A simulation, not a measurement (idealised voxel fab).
voxel tone inversion: a process module
It is cross-section cut that appears here, measuring 220 nm in width, its square cells being 5 nm in size.
Each cross-section below is a grid of square cells, stated as bands in top-down order, with one or more rows of cells making up each band.
Basically the band line says how high the top is and how high the bottom is, in nm, and then what's in it from left to right, every material with its width in nm. Empty space shows up as "blank", and if a single material carries "throughout" it runs the full band edge to edge.
Where do heights start? At 0: under that level the wafer as delivered is made of one material only. And the lowest band has no floor; it just carries on downward, as in "0 -> down".
When a width is written as two numbers, as in "30 to 40", the first number is the width in the top row of cells of the band and the second is the width in its bottom row, and the width changes by the same amount from each row to the next.
Step note "changes: none" = no cross-section cell changed.
Heads up: "Sealed internal voids" only lists the empty pockets with no open path to the top that are 8 cells or more, and it writes them as width x height at distance, distance from the left edge, in nm.
That trailing text on a step's line, after the settings, is the simulator's own remark on the step.
"overlay nm" on a masked step: distance the mask lay right of its planned place, negative for left.
Note: before/after cross-section pairs follow, one process step per pair, after-side truncated at the lowest changed band, step and settings given beneath. Different runs of this module on the same starting wafer may supply the pairs; a pair continues the one above only where the "Pre-step cross-section" entry says so.
# Pre-step cross-section
0 -> down | Si throughout
Sealed internal voids: none
# Section After Processing
5 -> 0 | SiN throughout
Below a height of 0, the structure has not been altered.
Sealed internal voids: none
Process step (between the before and after cross-sections above): CONFORMAL_DEP [material SiN] [thk nm 5]
Pre-step cross-section: we pick up right where the pair above leaves off, with its after cross-section.
# Section After Processing
25 -> 5 | aC throughout
Below a height of 5, the structure has not been altered.
Sealed internal voids: none
Process step (between the before and after cross-sections above): DIRECTIONAL_DEP [material aC] [thk nm 20]
Pre-step cross-section: we pick up right where the pair above leaves off, with its after cross-section.
# Section After Processing
55 -> 25 | 80 blank / 20 resist / 20 blank / 20 resist / 80 blank
Below a height of 25, the structure has not been altered.
Sealed internal voids: none
Process step (between the before and after cross-sections above): PATTERN [tone cover] [mask id POSTS] [material resist] [width nm 20] [pitch nm 40] [thk nm 30] [overlay nm 0]
Pre-step cross-section: we pick up right where the pair above leaves off, with its after cross-section.
# Section After Processing
35 -> 25 | 80 blank / 20 resist / 20 blank / 20 resist / 80 blank
25 -> 5 | 80 blank / 20 aC / 20 blank / 20 aC / 80 blank
Below a height of 5, the structure has not been altered.
Sealed internal voids: none
Process step (between the before and after cross-sections above): DIRECTIONAL_ETCH [etch materials aC] [depth nm 20]
Pre-step cross-section: we pick up right where the pair above leaves off, with its after cross-section.
# Section After Processing
25 -> 5 | 80 blank / 20 aC / 20 blank / 20 aC / 80 blank
Below a height of 5, the structure has not been altered.
Sealed internal voids: none
Process step (between the before and after cross-sections above): STRIP [etch materials resist]
Pre-step cross-section: we pick up right where the pair above leaves off, with its after cross-section.
# Section After Processing
30 -> 25 | lowk throughout
25 -> 5 | 80 lowk / 20 aC / 20 lowk / 20 aC / 80 lowk
Below a height of 5, the structure has not been altered.
Sealed internal voids: none
Process step (between the before and after cross-sections above): FILL_DEP [material lowk] [thk nm 5]
Pre-step cross-section: we pick up right where the pair above leaves off, with its after cross-section.
# Section After Processing
25 -> 5 | 80 lowk / 20 aC / 20 lowk / 20 aC / 80 lowk
Below a height of 5, the structure has not been altered.
Sealed internal voids: none
Process step (between the before and after cross-sections above): CMP [height nm 25]
Pre-step cross-section: we pick up right where the pair above leaves off, with its after cross-section.
# Section After Processing
25 -> 5 | 80 lowk / 20 blank / 20 lowk / 20 blank / 80 lowk
Below a height of 5, the structure has not been altered.
Sealed internal voids: none
Process step (between the before and after cross-sections above): STRIP [etch materials aC]
Pre-step cross-section: we pick up right where the pair above leaves off, with its after cross-section.
# Section After Processing
30 -> 25 | 85 TiN / 10 blank / 30 TiN / 10 blank / 85 TiN
25 -> 10 | 80 lowk / 5 TiN / 10 blank / 5 TiN / 20 lowk / 5 TiN / 10 blank / 5 TiN / 80 lowk
10 -> 5 | 80 lowk / 20 TiN / 20 lowk / 20 TiN / 80 lowk
Below a height of 5, the structure has not been altered.
Sealed internal voids: none
Process step (between the before and after cross-sections above): CONFORMAL_DEP [material TiN] [thk nm 5]
Pre-step cross-section: we pick up right where the pair above leaves off, with its after cross-section.
# Section After Processing
40 -> 30 | Cu throughout
30 -> 25 | 85 TiN / 10 Cu / 30 TiN / 10 Cu / 85 TiN
25 -> 10 | 80 lowk / 5 TiN / 10 Cu / 5 TiN / 20 lowk / 5 TiN / 10 Cu / 5 TiN / 80 lowk
Below a height of 10, the structure has not been altered.
Sealed internal voids: none
Process step (between the before and after cross-sections above): FILL_DEP [material Cu] [thk nm 10]
Pre-step cross-section: we pick up right where the pair above leaves off, with its after cross-section.
# Section After Processing
25 -> 10 | 80 lowk / 5 TiN / 10 Cu / 5 TiN / 20 lowk / 5 TiN / 10 Cu / 5 TiN / 80 lowk
Below a height of 10, the structure has not been altered.
Sealed internal voids: none
Process step (between the before and after cross-sections above): CMP [height nm 25]
Pre-step cross-section: we pick up right where the pair above leaves off, with its after cross-section.
# Section After Processing
30 -> 25 | SiCN throughout
Below a height of 25, the structure has not been altered.
Sealed internal voids: none
Process step (between the before and after cross-sections above): CONFORMAL_DEP [material SiCN] [thk nm 5]
# Pre-step cross-section
0 -> down | Si throughout
Sealed internal voids: none
# Section After Processing
20 -> 0 | aC throughout
Below a height of 0, the structure has not been altered.
Sealed internal voids: none
Process step (between the before and after cross-sections above): DIRECTIONAL_DEP [material aC] [thk nm 20]
Pre-step cross-section: we pick up right where the pair above leaves off, with its after cross-section.
# Section After Processing
50 -> 20 | 80 blank / 20 resist / 20 blank / 20 resist / 80 blank
Below a height of 20, the structure has not been altered.
Sealed internal voids: none
Process step (between the before and after cross-sections above): PATTERN [tone cover] [mask id POSTS] [material resist] [width nm 20] [pitch nm 40] [thk nm 30] [overlay nm 0]
Pre-step cross-section: we pick up right where the pair above leaves off, with its after cross-section.
# Section After Processing
30 -> 20 | 80 blank / 20 resist / 20 blank / 20 resist / 80 blank
20 -> 0 | 80 blank / 20 aC / 20 blank / 20 aC / 80 blank
Below a height of 0, the structure has not been altered.
Sealed internal voids: none
Process step (between the before and after cross-sections above): DIRECTIONAL_ETCH [etch materials aC] [depth nm 20]
Pre-step cross-section: we pick up right where the pair above leaves off, with its after cross-section.
# Section After Processing
20 -> 0 | 80 blank / 20 aC / 20 blank / 20 aC / 80 blank
Below a height of 0, the structure has not been altered.
Sealed internal voids: none
Process step (between the before and after cross-sections above): STRIP [etch materials resist]
Pre-step cross-section: we pick up right where the pair above leaves off, with its after cross-section.
# Section After Processing
25 -> 20 | lowk throughout
20 -> 0 | 80 lowk / 20 aC / 20 lowk / 20 aC / 80 lowk
Below a height of 0, the structure has not been altered.
Sealed internal voids: none
Process step (between the before and after cross-sections above): FILL_DEP [material lowk] [thk nm 5]
Pre-step cross-section: we pick up right where the pair above leaves off, with its after cross-section.
# Section After Processing
30 -> 25 | TiN throughout
Below a height of 25, the structure has not been altered.
Sealed internal voids: none
Process step (between the before and after cross-sections above): CONFORMAL_DEP [material TiN] [thk nm 5]
Pre-step cross-section: we pick up right where the pair above leaves off, with its after cross-section.
# Section After Processing
40 -> 30 | Cu throughout
Below a height of 30, the structure has not been altered.
Sealed internal voids: none
Process step (between the before and after cross-sections above): FILL_DEP [material Cu] [thk nm 10]
Pre-step cross-section: we pick up right where the pair above leaves off, with its after cross-section.
# Section After Processing
25 -> 20 | lowk throughout
Below a height of 20, the structure has not been altered.
Sealed internal voids: none
Process step (between the before and after cross-sections above): CMP [height nm 25]
Pre-step cross-section: we pick up right where the pair above leaves off, with its after cross-section.
# Section After Processing
30 -> 25 | SiCN throughout
Below a height of 25, the structure has not been altered.
Sealed internal voids: none
Process step (between the before and after cross-sections above): CONFORMAL_DEP [material SiCN] [thk nm 5]
# Pre-step cross-section
40 -> 30 | Cu throughout
30 -> 25 | 85 TiN / 10 Cu / 30 TiN / 10 Cu / 85 TiN
25 -> 10 | 80 lowk / 5 TiN / 10 Cu / 5 TiN / 20 lowk / 5 TiN / 10 Cu / 5 TiN / 80 lowk
10 -> 5 | 80 lowk / 20 TiN / 20 lowk / 20 TiN / 80 lowk
5 -> 0 | SiN throughout
0 -> down | Si throughout
Sealed internal voids: none
# Section After Processing
50 -> 30 | Cu throughout
Below a height of 30, the structure has not been altered.
Sealed internal voids: none
Process step (between the before and after cross-sections above): FILL_DEP [material Cu] [thk nm 10]
Pre-step cross-section: we pick up right where the pair above leaves off, with its after cross-section.
# Section After Processing
25 -> 10 | 80 lowk / 5 TiN / 10 Cu / 5 TiN / 20 lowk / 5 TiN / 10 Cu / 5 TiN / 80 lowk
Below a height of 10, the structure has not been altered.
Sealed internal voids: none
Process step (between the before and after cross-sections above): CMP [height nm 25]
# Pre-step cross-section
20 -> 0 | aC throughout
0 -> down | Si throughout
Sealed internal voids: none
# Section After Processing
25 -> 20 | SiN throughout
Below a height of 20, the structure has not been altered.
Sealed internal voids: none
Process step (between the before and after cross-sections above): CONFORMAL_DEP [material SiN] [thk nm 5]
Pre-step cross-section: we pick up right where the pair above leaves off, with its after cross-section.
# Section After Processing
55 -> 25 | 80 blank / 20 resist / 20 blank / 20 resist / 80 blank
Below a height of 25, the structure has not been altered.
Sealed internal voids: none
Process step (between the before and after cross-sections above): PATTERN [tone cover] [mask id POSTS] [material resist] [width nm 20] [pitch nm 40] [thk nm 30] [overlay nm 0]
Pre-step cross-section: we pick up right where the pair above leaves off, with its after cross-section.
# Section After Processing
35 -> 25 | 80 blank / 20 resist / 20 blank / 20 resist / 80 blank
Below a height of 25, the structure has not been altered.
Sealed internal voids: none
Process step (between the before and after cross-sections above): DIRECTIONAL_ETCH [etch materials aC] [depth nm 20]
Pre-step cross-section: we pick up right where the pair above leaves off, with its after cross-section.
# Section After Processing
25 -> 20 | SiN throughout
Below a height of 20, the structure has not been altered.
Sealed internal voids: none
Process step (between the before and after cross-sections above): STRIP [etch materials resist]
Pre-step cross-section: we pick up right where the pair above leaves off, with its after cross-section.
# Section After Processing
30 -> 25 | lowk throughout
Below a height of 25, the structure has not been altered.
Sealed internal voids: none
Process step (between the before and after cross-sections above): FILL_DEP [material lowk] [thk nm 5]
Pre-step cross-section: we pick up right where the pair above leaves off, with its after cross-section.
# Section After Processing
25 -> 20 | SiN throughout
Below a height of 20, the structure has not been altered.
Sealed internal voids: none
Process step (between the before and after cross-sections above): CMP [height nm 25]
Pre-step cross-section: we pick up right where the pair above leaves off, with its after cross-section.
# Section After Processing
30 -> 25 | TiN throughout
Below a height of 25, the structure has not been altered.
Sealed internal voids: none
Process step (between the before and after cross-sections above): CONFORMAL_DEP [material TiN] [thk nm 5]
Pre-step cross-section: we pick up right where the pair above leaves off, with its after cross-section.
# Section After Processing
40 -> 30 | Cu throughout
Below a height of 30, the structure has not been altered.
Sealed internal voids: none
Process step (between the before and after cross-sections above): FILL_DEP [material Cu] [thk nm 10]
Pre-step cross-section: we pick up right where the pair above leaves off, with its after cross-section.
# Section After Processing
25 -> 20 | SiN throughout
Below a height of 20, the structure has not been altered.
Sealed internal voids: none
Process step (between the before and after cross-sections above): CMP [height nm 25]
Pre-step cross-section: we pick up right where the pair above leaves off, with its after cross-section.
# Section After Processing
30 -> 25 | SiCN throughout
Below a height of 25, the structure has not been altered.
Sealed internal voids: none
Process step (between the before and after cross-sections above): CONFORMAL_DEP [material SiCN] [thk nm 5]
# Pre-step cross-section
5 -> 0 | SiN throughout
0 -> down | Si throughout
Sealed internal voids: none
# Section After Processing
20 -> 5 | aC throughout
Below a height of 5, the structure has not been altered.
Sealed internal voids: none
Process step (between the before and after cross-sections above): DIRECTIONAL_DEP [material aC] [thk nm 15]
Pre-step cross-section: we pick up right where the pair above leaves off, with its after cross-section.
# Section After Processing
50 -> 20 | 80 blank / 20 resist / 20 blank / 20 resist / 80 blank
Below a height of 20, the structure has not been altered.
Sealed internal voids: none
Process step (between the before and after cross-sections above): PATTERN [tone cover] [mask id POSTS] [material resist] [width nm 20] [pitch nm 40] [thk nm 30] [overlay nm 0]
Pre-step cross-section: we pick up right where the pair above leaves off, with its after cross-section.
# Section After Processing
30 -> 20 | 80 blank / 20 resist / 20 blank / 20 resist / 80 blank
20 -> 5 | 80 blank / 20 aC / 20 blank / 20 aC / 80 blank
Below a height of 5, the structure has not been altered.
Sealed internal voids: none
Process step (between the before and after cross-sections above): DIRECTIONAL_ETCH [etch materials aC] [depth nm 20]
Pre-step cross-section: we pick up right where the pair above leaves off, with its after cross-section.
# Section After Processing
20 -> 5 | 80 blank / 20 aC / 20 blank / 20 aC / 80 blank
Below a height of 5, the structure has not been altered.
Sealed internal voids: none
Process step (between the before and after cross-sections above): STRIP [etch materials resist]
Pre-step cross-section: we pick up right where the pair above leaves off, with its after cross-section.
# Section After Processing
25 -> 20 | lowk throughout
20 -> 5 | 80 lowk / 20 aC / 20 lowk / 20 aC / 80 lowk
Below a height of 5, the structure has not been altered.
Sealed internal voids: none
Process step (between the before and after cross-sections above): FILL_DEP [material lowk] [thk nm 5]
Pre-step cross-section: we pick up right where the pair above leaves off, with its after cross-section.
# Section After Processing
30 -> 25 | TiN throughout
Below a height of 25, the structure has not been altered.
Sealed internal voids: none
Process step (between the before and after cross-sections above): CONFORMAL_DEP [material TiN] [thk nm 5]
Pre-step cross-section: we pick up right where the pair above leaves off, with its after cross-section.
# Section After Processing
40 -> 30 | Cu throughout
Below a height of 30, the structure has not been altered.
Sealed internal voids: none
Process step (between the before and after cross-sections above): FILL_DEP [material Cu] [thk nm 10]
Pre-step cross-section: we pick up right where the pair above leaves off, with its after cross-section.
# Section After Processing
25 -> 20 | lowk throughout
Below a height of 20, the structure has not been altered.
Sealed internal voids: none
Process step (between the before and after cross-sections above): CMP [height nm 25]
Pre-step cross-section: we pick up right where the pair above leaves off, with its after cross-section.
# Section After Processing
30 -> 25 | SiCN throughout
Below a height of 25, the structure has not been altered.
Sealed internal voids: none
Process step (between the before and after cross-sections above): CONFORMAL_DEP [material SiCN] [thk nm 5]
# Pre-step cross-section
25 -> 5 | aC throughout
5 -> 0 | SiN throughout
0 -> down | Si throughout
Sealed internal voids: none
# Section After Processing
55 -> 25 | 85 blank / 15 resist / 25 blank / 15 resist / 80 blank
Below a height of 25, the structure has not been altered.
Sealed internal voids: none
Process step (between the before and after cross-sections above): PATTERN [tone cover] [mask id POSTS] [material resist] [width nm 15] [pitch nm 40] [thk nm 30] [overlay nm 0]
Pre-step cross-section: we pick up right where the pair above leaves off, with its after cross-section.
# Section After Processing
35 -> 25 | 85 blank / 15 resist / 25 blank / 15 resist / 80 blank
25 -> 5 | 85 blank / 15 aC / 25 blank / 15 aC / 80 blank
Below a height of 5, the structure has not been altered.
Sealed internal voids: none
Process step (between the before and after cross-sections above): DIRECTIONAL_ETCH [etch materials aC] [depth nm 20]
Pre-step cross-section: we pick up right where the pair above leaves off, with its after cross-section.
# Section After Processing
25 -> 5 | 85 blank / 15 aC / 25 blank / 15 aC / 80 blank
Below a height of 5, the structure has not been altered.
Sealed internal voids: none
Process step (between the before and after cross-sections above): STRIP [etch materials resist]
Pre-step cross-section: we pick up right where the pair above leaves off, with its after cross-section.
# Section After Processing
30 -> 25 | lowk throughout
25 -> 5 | 85 lowk / 15 aC / 25 lowk / 15 aC / 80 lowk
Below a height of 5, the structure has not been altered.
Sealed internal voids: none
Process step (between the before and after cross-sections above): FILL_DEP [material lowk] [thk nm 5]
Pre-step cross-section: we pick up right where the pair above leaves off, with its after cross-section.
# Section After Processing
25 -> 5 | 85 lowk / 15 aC / 25 lowk / 15 aC / 80 lowk
Below a height of 5, the structure has not been altered.
Sealed internal voids: none
Process step (between the before and after cross-sections above): CMP [height nm 25]
Pre-step cross-section: we pick up right where the pair above leaves off, with its after cross-section.
# Section After Processing
25 -> 5 | 85 lowk / 15 blank / 25 lowk / 15 blank / 80 lowk
Below a height of 5, the structure has not been altered.
Sealed internal voids: none
Process step (between the before and after cross-sections above): STRIP [etch materials aC]
Pre-step cross-section: we pick up right where the pair above leaves off, with its after cross-section.
# Section After Processing
30 -> 25 | 90 TiN / 5 blank / 35 TiN / 5 blank / 85 TiN
25 -> 10 | 85 lowk / 5 TiN / 5 blank / 5 TiN / 25 lowk / 5 TiN / 5 blank / 5 TiN / 80 lowk
10 -> 5 | 85 lowk / 15 TiN / 25 lowk / 15 TiN / 80 lowk
Below a height of 5, the structure has not been altered.
Sealed internal voids: none
Process step (between the before and after cross-sections above): CONFORMAL_DEP [material TiN] [thk nm 5]
Pre-step cross-section: we pick up right where the pair above leaves off, with its after cross-section.
# Section After Processing
40 -> 30 | Cu throughout
30 -> 25 | 90 TiN / 5 Cu / 35 TiN / 5 Cu / 85 TiN
25 -> 10 | 85 lowk / 5 TiN / 5 Cu / 5 TiN / 25 lowk / 5 TiN / 5 Cu / 5 TiN / 80 lowk
Below a height of 10, the structure has not been altered.
Sealed internal voids: none
Process step (between the before and after cross-sections above): FILL_DEP [material Cu] [thk nm 10]
Pre-step cross-section: we pick up right where the pair above leaves off, with its after cross-section.
# Section After Processing
25 -> 10 | 85 lowk / 5 TiN / 5 Cu / 5 TiN / 25 lowk / 5 TiN / 5 Cu / 5 TiN / 80 lowk
Below a height of 10, the structure has not been altered.
Sealed internal voids: none
Process step (between the before and after cross-sections above): CMP [height nm 25]
Pre-step cross-section: we pick up right where the pair above leaves off, with its after cross-section.
# Section After Processing
30 -> 25 | SiCN throughout
Below a height of 25, the structure has not been altered.
Sealed internal voids: none
Process step (between the before and after cross-sections above): CONFORMAL_DEP [material SiCN] [thk nm 5]
# Pre-step cross-section
25 -> 5 | aC throughout
5 -> 0 | SiN throughout
0 -> down | Si throughout
Sealed internal voids: none
# Section After Processing
55 -> 25 | 75 blank / 20 resist / 20 blank / 20 resist / 85 blank
Below a height of 25, the structure has not been altered.
Sealed internal voids: none
Process step (between the before and after cross-sections above): PATTERN [tone cover] [mask id POSTS] [material resist] [width nm 20] [pitch nm 40] [thk nm 30] [overlay nm -5]
Pre-step cross-section: we pick up right where the pair above leaves off, with its after cross-section.
# Section After Processing
35 -> 25 | 75 blank / 20 resist / 20 blank / 20 resist / 85 blank
25 -> 5 | 75 blank / 20 aC / 20 blank / 20 aC / 85 blank
Below a height of 5, the structure has not been altered.
Sealed internal voids: none
Process step (between the before and after cross-sections above): DIRECTIONAL_ETCH [etch materials aC] [depth nm 20]
Pre-step cross-section: we pick up right where the pair above leaves off, with its after cross-section.
# Section After Processing
25 -> 5 | 75 blank / 20 aC / 20 blank / 20 aC / 85 blank
Below a height of 5, the structure has not been altered.
Sealed internal voids: none
Process step (between the before and after cross-sections above): STRIP [etch materials resist]
Pre-step cross-section: we pick up right where the pair above leaves off, with its after cross-section.
# Section After Processing
30 -> 25 | lowk throughout
25 -> 5 | 75 lowk / 20 aC / 20 lowk / 20 aC / 85 lowk
Below a height of 5, the structure has not been altered.
Sealed internal voids: none
Process step (between the before and after cross-sections above): FILL_DEP [material lowk] [thk nm 5]
Pre-step cross-section: we pick up right where the pair above leaves off, with its after cross-section.
# Section After Processing
25 -> 5 | 75 lowk / 20 aC / 20 lowk / 20 aC / 85 lowk
Below a height of 5, the structure has not been altered.
Sealed internal voids: none
Process step (between the before and after cross-sections above): CMP [height nm 25]
Pre-step cross-section: we pick up right where the pair above leaves off, with its after cross-section.
# Section After Processing
25 -> 5 | 75 lowk / 20 blank / 20 lowk / 20 blank / 85 lowk
Below a height of 5, the structure has not been altered.
Sealed internal voids: none
Process step (between the before and after cross-sections above): STRIP [etch materials aC]
Pre-step cross-section: we pick up right where the pair above leaves off, with its after cross-section.
# Section After Processing
30 -> 25 | 80 TiN / 10 blank / 30 TiN / 10 blank / 90 TiN
25 -> 10 | 75 lowk / 5 TiN / 10 blank / 5 TiN / 20 lowk / 5 TiN / 10 blank / 5 TiN / 85 lowk
10 -> 5 | 75 lowk / 20 TiN / 20 lowk / 20 TiN / 85 lowk
Below a height of 5, the structure has not been altered.
Sealed internal voids: none
Process step (between the before and after cross-sections above): CONFORMAL_DEP [material TiN] [thk nm 5]
Pre-step cross-section: we pick up right where the pair above leaves off, with its after cross-section.
# Section After Processing
40 -> 30 | Cu throughout
30 -> 25 | 80 TiN / 10 Cu / 30 TiN / 10 Cu / 90 TiN
25 -> 10 | 75 lowk / 5 TiN / 10 Cu / 5 TiN / 20 lowk / 5 TiN / 10 Cu / 5 TiN / 85 lowk
Below a height of 10, the structure has not been altered.
Sealed internal voids: none
Process step (between the before and after cross-sections above): FILL_DEP [material Cu] [thk nm 10]
Pre-step cross-section: we pick up right where the pair above leaves off, with its after cross-section.
# Section After Processing
25 -> 10 | 75 lowk / 5 TiN / 10 Cu / 5 TiN / 20 lowk / 5 TiN / 10 Cu / 5 TiN / 85 lowk
Below a height of 10, the structure has not been altered.
Sealed internal voids: none
Process step (between the before and after cross-sections above): CMP [height nm 25]
Pre-step cross-section: we pick up right where the pair above leaves off, with its after cross-section.
# Section After Processing
30 -> 25 | SiCN throughout
Below a height of 25, the structure has not been altered.
Sealed internal voids: none
Process step (between the before and after cross-sections above): CONFORMAL_DEP [material SiCN] [thk nm 5]
# Pre-step cross-section
25 -> 5 | 80 blank / 20 aC / 20 blank / 20 aC / 80 blank
5 -> 0 | SiN throughout
0 -> down | Si throughout
Sealed internal voids: none
# Section After Processing
30 -> 25 | TiN throughout
25 -> 5 | 80 TiN / 20 aC / 20 TiN / 20 aC / 80 TiN
Below a height of 5, the structure has not been altered.
Sealed internal voids: none
Process step (between the before and after cross-sections above): FILL_DEP [material TiN] [thk nm 5]
Pre-step cross-section: we pick up right where the pair above leaves off, with its after cross-section.
# Section After Processing
25 -> 5 | 80 TiN / 20 aC / 20 TiN / 20 aC / 80 TiN
Below a height of 5, the structure has not been altered.
Sealed internal voids: none
Process step (between the before and after cross-sections above): CMP [height nm 25]
Pre-step cross-section: we pick up right where the pair above leaves off, with its after cross-section.
# Section After Processing
25 -> 5 | 80 TiN / 20 blank / 20 TiN / 20 blank / 80 TiN
Below a height of 5, the structure has not been altered.
Sealed internal voids: none
Process step (between the before and after cross-sections above): STRIP [etch materials aC]
Pre-step cross-section: we pick up right where the pair above leaves off, with its after cross-section.
# Section After Processing
30 -> 10 | 85 TiN / 10 blank / 30 TiN / 10 blank / 85 TiN
10 -> 5 | TiN throughout
Below a height of 5, the structure has not been altered.
Sealed internal voids: none
Process step (between the before and after cross-sections above): CONFORMAL_DEP [material TiN] [thk nm 5]
Pre-step cross-section: we pick up right where the pair above leaves off, with its after cross-section.
# Section After Processing
40 -> 30 | Cu throughout
30 -> 10 | 85 TiN / 10 Cu / 30 TiN / 10 Cu / 85 TiN
Below a height of 10, the structure has not been altered.
Sealed internal voids: none
Process step (between the before and after cross-sections above): FILL_DEP [material Cu] [thk nm 10]
Pre-step cross-section: we pick up right where the pair above leaves off, with its after cross-section.
# Section After Processing
25 -> 10 | 85 TiN / 10 Cu / 30 TiN / 10 Cu / 85 TiN
Below a height of 10, the structure has not been altered.
Sealed internal voids: none
Process step (between the before and after cross-sections above): CMP [height nm 25]
Pre-step cross-section: we pick up right where the pair above leaves off, with its after cross-section.
# Section After Processing
30 -> 25 | SiCN throughout
Below a height of 25, the structure has not been altered.
Sealed internal voids: none
Process step (between the before and after cross-sections above): CONFORMAL_DEP [material SiCN] [thk nm 5]
# Pre-step cross-section
25 -> 5 | aC throughout
5 -> 0 | SiN throughout
0 -> down | Si throughout
Sealed internal voids: none
# Section After Processing
55 -> 25 | 80 resist / 20 blank / 20 resist / 20 blank / 80 resist
Below a height of 25, the structure has not been altered.
Sealed internal voids: none
Process step (between the before and after cross-sections above): PATTERN [tone open] [mask id POSTS] [material resist] [width nm 20] [pitch nm 40] [thk nm 30] [overlay nm 0]
Pre-step cross-section: we pick up right where the pair above leaves off, with its after cross-section.
# Section After Processing
35 -> 25 | 80 resist / 20 blank / 20 resist / 20 blank / 80 resist
25 -> 5 | 80 aC / 20 blank / 20 aC / 20 blank / 80 aC
Below a height of 5, the structure has not been altered.
Sealed internal voids: none
Process step (between the before and after cross-sections above): DIRECTIONAL_ETCH [etch materials aC] [depth nm 20]
Pre-step cross-section: we pick up right where the pair above leaves off, with its after cross-section.
# Section After Processing
25 -> 5 | 80 aC / 20 blank / 20 aC / 20 blank / 80 aC
Below a height of 5, the structure has not been altered.
Sealed internal voids: none
Process step (between the before and after cross-sections above): STRIP [etch materials resist]
Pre-step cross-section: we pick up right where the pair above leaves off, with its after cross-section.
# Section After Processing
30 -> 25 | lowk throughout
25 -> 5 | 80 aC / 20 lowk / 20 aC / 20 lowk / 80 aC
Below a height of 5, the structure has not been altered.
Sealed internal voids: none
Process step (between the before and after cross-sections above): FILL_DEP [material lowk] [thk nm 5]
Pre-step cross-section: we pick up right where the pair above leaves off, with its after cross-section.
# Section After Processing
25 -> 5 | 80 aC / 20 lowk / 20 aC / 20 lowk / 80 aC
Below a height of 5, the structure has not been altered.
Sealed internal voids: none
Process step (between the before and after cross-sections above): CMP [height nm 25]
Pre-step cross-section: we pick up right where the pair above leaves off, with its after cross-section.
# Section After Processing
25 -> 5 | 80 blank / 20 lowk / 20 blank / 20 lowk / 80 blank
Below a height of 5, the structure has not been altered.
Sealed internal voids: none
Process step (between the before and after cross-sections above): STRIP [etch materials aC]
Pre-step cross-section: we pick up right where the pair above leaves off, with its after cross-section.
# Section After Processing
30 -> 25 | 75 blank / 30 TiN / 10 blank / 30 TiN / 75 blank
25 -> 10 | 75 blank / 5 TiN / 20 lowk / 5 TiN / 10 blank / 5 TiN / 20 lowk / 5 TiN / 75 blank
10 -> 5 | 80 TiN / 20 lowk / 20 TiN / 20 lowk / 80 TiN
Below a height of 5, the structure has not been altered.
Sealed internal voids: none
Process step (between the before and after cross-sections above): CONFORMAL_DEP [material TiN] [thk nm 5]
Pre-step cross-section: we pick up right where the pair above leaves off, with its after cross-section.
# Section After Processing
40 -> 30 | Cu throughout
30 -> 25 | 75 Cu / 30 TiN / 10 Cu / 30 TiN / 75 Cu
25 -> 10 | 75 Cu / 5 TiN / 20 lowk / 5 TiN / 10 Cu / 5 TiN / 20 lowk / 5 TiN / 75 Cu
Below a height of 10, the structure has not been altered.
Sealed internal voids: none
Process step (between the before and after cross-sections above): FILL_DEP [material Cu] [thk nm 10]
Pre-step cross-section: we pick up right where the pair above leaves off, with its after cross-section.
# Section After Processing
25 -> 10 | 75 Cu / 5 TiN / 20 lowk / 5 TiN / 10 Cu / 5 TiN / 20 lowk / 5 TiN / 75 Cu
Below a height of 10, the structure has not been altered.
Sealed internal voids: none
Process step (between the before and after cross-sections above): CMP [height nm 25]
Pre-step cross-section: we pick up right where the pair above leaves off, with its after cross-section.
# Section After Processing
30 -> 25 | SiCN throughout
Below a height of 25, the structure has not been altered.
Sealed internal voids: none
Process step (between the before and after cross-sections above): CONFORMAL_DEP [material SiCN] [thk nm 5]
